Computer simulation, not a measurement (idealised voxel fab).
A process module follows: voxel self aligned vias.
Section shown: cut. Width: 260 nm. Cell size: 5 nm, square.
Square cells in a grid make up a cross-section in this document, and the grid is given as bands, listed from the top down, each one or more rows of cells. Band: top height; bottom height; in nm. Then, left to right: material with width in nm, for each material. "throughout": a single material spanning edge to edge. "blank": empty space. Ref level 0: as-received wafer is one material below here. Bottom band extends down with no lower bound ("0 and below"). It should be noted that a width expressed as "30->40" varies in equal increments from row to row of cells within the band, taking the value of the first number at the top row and that of the second number at the bottom row. "nothing was modified", as given for a step, is the statement that not any cell of the cross-section underwent a change during that step. Basically, "Enclosed empty spaces" tells you about the enclosed voids: empty spaces with no open way to the top, 8 cells or bigger, each written width x height at distance, where distance is from the left edge, all in nm. If you see something after the settings on a step's line, that's the simulator's own remark about that step. overlay nm: on a step with a mask, how far right of its planned place the mask lay; negative means left.

So here's the lineup of process steps we planned:
1: RECEIVE: material Si
2: CONFORMAL_DEP: material SiO2, thk nm 10
3: CONFORMAL_DEP: material SiCN, thk nm 5
4: DIRECTIONAL_DEP: material lowk, thk nm 30
5: MASKED_ETCH: tone open, mask id LINES, width nm 30, pitch nm 70, etch materials lowk, depth nm 30, overlay nm 0
6: CONFORMAL_DEP: material TiN, thk nm 5
7: FILL_DEP: material Ru, thk nm 5
8: CMP: height nm 45
9: SELECTIVE_ETCH: etch materials W Ru TiN, depth nm 10
10: FILL_DEP: material SiN, thk nm 5
11: CMP: height nm 45
12: DIRECTIONAL_DEP: material lowk, thk nm 15
13: MASKED_ETCH: tone open, mask id VIAS, width nm 50, pitch nm 140, etch materials lowk, depth nm 15, overlay nm 0
14: MASKED_ETCH: tone open, mask id VIAS, width nm 50, pitch nm 140, etch materials SiN, depth nm 10, overlay nm 0
15: CONFORMAL_DEP: material TiN, thk nm 5
16: FILL_DEP: material Ru, thk nm 10
17: CMP: height nm 60
18: CONFORMAL_DEP: material SiCN, thk nm 5

First out of two wafers; run went to plan:

The cross-section here shows the wafer as received, i.e. in its state after step 1:
    0 and below | Si throughout
    Enclosed empty spaces: none

After step 2: wafer cross-section:
    10 down to 0 | SiO2 throughout
    Beneath the level 0, the cross-section is identical to its previous state.

After step 3: wafer cross-section:
    15 down to 10 | SiCN throughout
    Beneath the level 10, the cross-section is identical to its previous state.

After step 4: wafer cross-section:
    45 down to 15 | lowk throughout
    Beneath the level 15, the cross-section is identical to its previous state.

After step 5: wafer cross-section:
    45 down to 15 | lowk (45), blank (30), lowk (40), blank (30), lowk (40), blank (30), lowk (45)
    Beneath the level 15, the cross-section is identical to its previous state.

After step 6: wafer cross-section:
    50 down to 45 | TiN (50), blank (20), TiN (50), blank (20), TiN (50), blank (20), TiN (50)
    45 down to 20 | lowk (45), TiN (5), blank (20), TiN (5), lowk (40), TiN (5), blank (20), TiN (5), lowk (40), TiN (5), blank (20), TiN (5), lowk (45)
    20 down to 15 | lowk (45), TiN (30), lowk (40), TiN (30), lowk (40), TiN (30), lowk (45)
    Beneath the level 15, the cross-section is identical to its previous state.

After step 7: wafer cross-section:
    55 down to 50 | Ru throughout
    50 down to 45 | TiN (50), Ru (20), TiN (50), Ru (20), TiN (50), Ru (20), TiN (50)
    45 down to 20 | lowk (45), TiN (5), Ru (20), TiN (5), lowk (40), TiN (5), Ru (20), TiN (5), lowk (40), TiN (5), Ru (20), TiN (5), lowk (45)
    Beneath the level 20, the cross-section is identical to its previous state.

After step 8: wafer cross-section:
    45 down to 20 | lowk (45), TiN (5), Ru (20), TiN (5), lowk (40), TiN (5), Ru (20), TiN (5), lowk (40), TiN (5), Ru (20), TiN (5), lowk (45)
    Beneath the level 20, the cross-section is identical to its previous state.

After step 9: wafer cross-section:
    45 down to 35 | lowk (45), blank (30), lowk (40), blank (30), lowk (40), blank (30), lowk (45)
    Beneath the level 35, the cross-section is identical to its previous state.

After step 10: wafer cross-section:
    50 down to 45 | SiN throughout
    45 down to 35 | lowk (45), SiN (30), lowk (40), SiN (30), lowk (40), SiN (30), lowk (45)
    Beneath the level 35, the cross-section is identical to its previous state.

After step 11: wafer cross-section:
    45 down to 35 | lowk (45), SiN (30), lowk (40), SiN (30), lowk (40), SiN (30), lowk (45)
    Beneath the level 35, the cross-section is identical to its previous state.

After step 12: wafer cross-section:
    60 down to 45 | lowk throughout
    Beneath the level 45, the cross-section is identical to its previous state.

After step 13: wafer cross-section:
    60 down to 45 | lowk (35), blank (50), lowk (90), blank (50), lowk (35)
    Beneath the level 45, the cross-section is identical to its previous state.

After step 14: wafer cross-section:
    60 down to 45 | lowk (35), blank (50), lowk (90), blank (50), lowk (35)
    45 down to 35 | lowk (45), blank (30), lowk (40), SiN (30), lowk (40), blank (30), lowk (45)
    Beneath the level 35, the cross-section is identical to its previous state.

After step 15: wafer cross-section:
    65 down to 60 | TiN (40), blank (40), TiN (100), blank (40), TiN (40)
    60 down to 50 | lowk (35), TiN (5), blank (40), TiN (5), lowk (90), TiN (5), blank (40), TiN (5), lowk (35)
    50 down to 45 | lowk (35), TiN (15), blank (20), TiN (15), lowk (90), TiN (15), blank (20), TiN (15), lowk (35)
    45 down to 40 | lowk (45), TiN (5), blank (20), TiN (5), lowk (40), SiN (30), lowk (40), TiN (5), blank (20), TiN (5), lowk (45)
    40 down to 35 | lowk (45), TiN (30), lowk (40), SiN (30), lowk (40), TiN (30), lowk (45)
    Beneath the level 35, the cross-section is identical to its previous state.

After step 16: wafer cross-section:
    75 down to 65 | Ru throughout
    65 down to 60 | TiN (40), Ru (40), TiN (100), Ru (40), TiN (40)
    60 down to 50 | lowk (35), TiN (5), Ru (40), TiN (5), lowk (90), TiN (5), Ru (40), TiN (5), lowk (35)
    50 down to 45 | lowk (35), TiN (15), Ru (20), TiN (15), lowk (90), TiN (15), Ru (20), TiN (15), lowk (35)
    45 down to 40 | lowk (45), TiN (5), Ru (20), TiN (5), lowk (40), SiN (30), lowk (40), TiN (5), Ru (20), TiN (5), lowk (45)
    Beneath the level 40, the cross-section is identical to its previous state.

After step 17: wafer cross-section:
    60 down to 50 | lowk (35), TiN (5), Ru (40), TiN (5), lowk (90), TiN (5), Ru (40), TiN (5), lowk (35)
    Beneath the level 50, the cross-section is identical to its previous state.

After step 18: wafer cross-section:
    65 down to 60 | SiCN throughout
    Beneath the level 60, the cross-section is identical to its previous state.

Wafer two. Same start, same plan, one slip in execution. Same as wafer one through step 11, inclusive:

Second wafer, cross-section, planned end of step 12:
    45 down to 35 | lowk (35), blank (10), SiN (30), blank (10), lowk (30), SiN (30), lowk (30), blank (10), SiN (30), blank (10), lowk (35)
    35 down to 30 | lowk (35), blank (10), TiN (5), Ru (20), TiN (5), blank (10), lowk (30), TiN (5), Ru (20), TiN (5), lowk (30), blank (10), TiN (5), Ru (20), TiN (5), blank (10), lowk (35)
    Beneath the level 30, the cross-section is identical to its previous state.

Second wafer, cross-section, planned end of step 13:
    60 down to 45 | lowk (35), blank (10), lowk (30), blank (10), lowk (90), blank (10), lowk (30), blank (10), lowk (35)
    45 down to 35 | lowk (45), SiN (30), lowk (40), SiN (30), lowk (40), SiN (30), lowk (45)
    35 down to 20 | lowk (45), TiN (5), Ru (20), TiN (5), lowk (40), TiN (5), Ru (20), TiN (5), lowk (40), TiN (5), Ru (20), TiN (5), lowk (45)
    Beneath the level 20, the cross-section is identical to its previous state.

Second wafer, cross-section, planned end of step 14: nothing was modified

Second wafer, cross-section, planned end of step 15:
    65 down to 60 | TiN throughout
    60 down to 45 | lowk (35), TiN (10), lowk (30), TiN (10), lowk (90), TiN (10), lowk (30), TiN (10), lowk (35)
    Beneath the level 45, the cross-section is identical to its previous state.

Second wafer, cross-section, planned end of step 16:
    75 down to 65 | Ru throughout
    Beneath the level 65, the cross-section is identical to its previous state.

Second wafer, cross-section, planned end of step 17:
    60 down to 45 | lowk (35), TiN (10), lowk (30), TiN (10), lowk (90), TiN (10), lowk (30), TiN (10), lowk (35)
    Beneath the level 45, the cross-section is identical to its previous state.

Second wafer, cross-section, planned end of step 18:
    65 down to 60 | SiCN throughout
    Beneath the level 60, the cross-section is identical to its previous state.
Misprocessing identified: deviation from plan: step 13 and step 12 executed in one another's positions
Looking at both finished wafers in cells, the second ends up ahead of or behind the first on some materials: 48 fewer of Ru; 24 more of SiN; 12 fewer of TiN; 36 more of lowk
